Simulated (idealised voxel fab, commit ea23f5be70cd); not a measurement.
The process module presented herein is designated voxel plated lines.
For reference, the cross-section in this document is cut, with width 245 nm and square cells of 5 nm.
Heads up, the way a cross-section reads in here is a grid of square cells, handed over as bands from the top down, with every band being one or more rows of cells. Within each band entry, the heights of the top and of the bottom of the band appear first, in that order and in nm; the materials of the band then follow from left to right, each with its corresponding width in nm. The designation "throughout" on a single material indicates that it fills the band from edge to edge; the designation "empty" indicates empty space. Counting heights begins at 0, where everything beneath is, in the wafer as received, one material. The lowest band has no bottom; it goes on downwards, as "0 nm and below" shows. Per-row width for "30..40": begins at first number (top row of band), ends at second number (bottom row), increment between rows held constant. Where the words "no change" appear for a step, the cross-section shows no cell changed by that step; every cell remained as before. Each empty space that has no open way to the top and spans at least 8 cells appears under "Closed cavities" as width x height at distance, the distance counted from the left edge, all in nm. Note: text after step settings on the step line = simulator remark on that step. For masked steps, "overlay nm" on the step line gives how far right of plan the mask actually lay; a minus sign means it lay to the left.
The steps planned for the process are as follows
1: RECEIVE (material Si)
2: CONFORMAL_DEP (material SiO2; thk nm 10)
3: DIRECTIONAL_DEP (material TiN; thk nm 5)
4: PATTERN (tone open; mask id LINES; material resist; width nm 15; pitch nm 35; thk nm 25; overlay nm -15)
5: EPI (material Ru; thk nm 5)
6: EPI (material Ru; thk nm 10)
7: STRIP (etch materials resist)
8: DIRECTIONAL_ETCH (etch materials TiN; depth nm 5)
9: CONFORMAL_DEP (material SiCN; thk nm 5)
Across this set of wafers, the varied parameter is the overlay nm of step 4. Starting conditions are identical for every wafer, and the plan reports the value assigned to the first wafer.
Cross-sectional view of the first of several wafers in the as-received condition, corresponding to the state following step 1
> 0 nm and below = Si throughout
> Closed cavities: none
Table: wafers, a row each; end-of-module cell change per material since receipt, gain (+), loss (-); then closed voids
overlay nm -15, +18 Ru, +65 SiCN, +98 SiO2, +6 TiN, Closed cavities: none
overlay nm -10, +18 Ru, +65 SiCN, +98 SiO2, +6 TiN, Closed cavities: none
overlay nm -5, +18 Ru, +65 SiCN, +98 SiO2, +6 TiN, Closed cavities: none
overlay nm 0, +18 Ru, +65 SiCN, +98 SiO2, +6 TiN, Closed cavities: none
overlay nm 5, +18 Ru, +65 SiCN, +98 SiO2, +6 TiN, Closed cavities: none
overlay nm 10, +18 Ru, +65 SiCN, +98 SiO2, +6 TiN, Closed cavities: none
overlay nm 15, +18 Ru, +65 SiCN, +98 SiO2, +6 TiN, Closed cavities: none
